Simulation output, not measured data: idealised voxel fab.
process module | voxel wiring stack
cross-section cut | 180 nm wide | cells 5 nm
A cross-section is a grid of square cells, given in bands from the top down. A band is one or more rows of cells.
Each band's line starts with the height of the band's top and of its bottom, in nm. Then come its materials from left to right, each with its width in nm. One material with "throughout" fills the band from edge to edge. "air" is empty space.
Height 0 is the level under which the wafer as received is all one material. The lowest band goes on downwards, as in "0 down".
A width such as "30 to 40" changes by the same amount from each row of cells to the next, from the band's top row to its bottom row.
"no change" after a step means that no cell of the cross-section changed.
closed voids: empty space of 8 cells or more with no open way to the top, each as width x height at its distance from the left edge, in nm
after a step's settings: what the simulator itself notes on the step
overlay nm, on a step with a mask: how far to the right of its planned place the mask lay; to the left if negative
plan
1 op RECEIVE | material Si
2 op CONFORMAL_DEP | material SiO2 | thk nm 10
3 op DIRECTIONAL_DEP | material TiN | thk nm 5
4 op DIRECTIONAL_DEP | material W | thk nm 25
5 op DIRECTIONAL_DEP | material aC | thk nm 10
6 op PATTERN | tone cover | mask id METAL_1 | material resist | width nm 25 | pitch nm 45 | thk nm 30 | overlay nm 0
7 op DIRECTIONAL_ETCH | etch materials aC | depth nm 10
8 op STRIP | etch materials resist
9 op DIRECTIONAL_ETCH | etch materials W | depth nm 25
10 op DIRECTIONAL_ETCH | etch materials TiN | depth nm 5
11 op STRIP | etch materials aC
12 op CONFORMAL_DEP | material SiN | thk nm 5
13 op FILL_DEP | material lowk | thk nm 10
14 op CMP | height nm 40
15 op CONFORMAL_DEP | material SiCN | thk nm 5
16 op DIRECTIONAL_DEP | material lowk | thk nm 30
17 op DIRECTIONAL_DEP | material aC | thk nm 15
18 op PATTERN | tone open | mask id METAL_2_HOLES | material resist | width nm 15 | pitch nm 45 | thk nm 35 | overlay nm 0
19 op DIRECTIONAL_ETCH | etch materials aC | depth nm 15
20 op STRIP | etch materials resist
21 op DIRECTIONAL_ETCH | etch materials lowk | depth nm 30
22 op STRIP | etch materials aC
23 op DIRECTIONAL_DEP | material aC | thk nm 15
24 op PATTERN | tone open | mask id METAL_2 | material resist | width nm 25 | pitch nm 45 | thk nm 30 | overlay nm 0
25 op DIRECTIONAL_ETCH | etch materials aC | depth nm 15
26 op STRIP | etch materials resist
27 op DIRECTIONAL_ETCH | etch materials lowk | depth nm 20
28 op DIRECTIONAL_ETCH | etch materials SiCN | depth nm 5
29 op STRIP | etch materials aC
30 op CONFORMAL_DEP | material TiN | thk nm 5
31 op FILL_DEP | material Cu | thk nm 5
32 op CMP | height nm 75
33 op CONFORMAL_DEP | material SiCN | thk nm 5
34 op DIRECTIONAL_DEP | material lowk | thk nm 25
35 op DIRECTIONAL_DEP | material aC | thk nm 10
36 op PATTERN | tone open | mask id METAL_3_HOLES | material resist | width nm 15 | thk nm 25 | overlay nm 0
37 op DIRECTIONAL_ETCH | etch materials aC | depth nm 10
38 op STRIP | etch materials resist
39 op DIRECTIONAL_ETCH | etch materials lowk | depth nm 25
40 op STRIP | etch materials aC
41 op PATTERN | tone open | mask id METAL_3 | material resist | width nm 25 | pitch nm 45 | thk nm 20 | overlay nm 0
42 op DIRECTIONAL_ETCH | etch materials lowk | depth nm 15
43 op DIRECTIONAL_ETCH | etch materials SiCN | depth nm 5
44 op STRIP | etch materials resist
45 op CONFORMAL_DEP | material TiN | thk nm 5
46 op FILL_DEP | material Cu | thk nm 10
47 op CMP | height nm 105
48 op CONFORMAL_DEP | material SiCN | thk nm 5
49 op DIRECTIONAL_DEP | material SiO2 | thk nm 25
50 op MASKED_ETCH | tone open | mask id METAL_4_HOLES | width nm 15 | etch materials SiO2 | depth nm 25 | overlay nm 0
51 op DIRECTIONAL_DEP | material aC | thk nm 15
52 op PATTERN | tone open | mask id METAL_4 | material resist | width nm 25 | pitch nm 45 | thk nm 35 | overlay nm -15
53 op DIRECTIONAL_ETCH | etch materials aC | depth nm 15
54 op STRIP | etch materials resist
55 op DIRECTIONAL_ETCH | etch materials SiO2 | depth nm 15
56 op DIRECTIONAL_ETCH | etch materials SiCN | depth nm 5
57 op STRIP | etch materials aC
58 op CONFORMAL_DEP | material TiN | thk nm 5
59 op FILL_DEP | material Cu | thk nm 5
60 op CMP | height nm 135
61 op CONFORMAL_DEP | material SiCN | thk nm 5
varied across the wafers: overlay nm of step 52. The plan shows the first wafer's value. All wafers start alike
first wafer as received, after step 1
  0 down: Si throughout
  closed voids: none
each wafer at the end: cells of each material gained (+) or lost (-) since it was received, then its closed voids
overlay nm -15 | +55 Cu | +133 SiCN | +46 SiN | +213 SiO2 | +93 TiN | +50 W | +418 lowk | closed voids: none
overlay nm -10 | +54 Cu | +132 SiCN | +46 SiN | +216 SiO2 | +92 TiN | +50 W | +418 lowk | closed voids: none
overlay nm -5 | +54 Cu | +132 SiCN | +46 SiN | +216 SiO2 | +92 TiN | +50 W | +418 lowk | closed voids: none
overlay nm 0 | +54 Cu | +132 SiCN | +46 SiN | +216 SiO2 | +92 TiN | +50 W | +418 lowk | closed voids: none
overlay nm 5 | +55 Cu | +133 SiCN | +46 SiN | +213 SiO2 | +93 TiN | +50 W | +418 lowk | closed voids: none
overlay nm 10 | +57 Cu | +134 SiCN | +46 SiN | +210 SiO2 | +93 TiN | +50 W | +418 lowk | closed voids: none
overlay nm 15 | +59 Cu | +135 SiCN | +46 SiN | +207 SiO2 | +93 TiN | +50 W | +418 lowk | closed voids: none
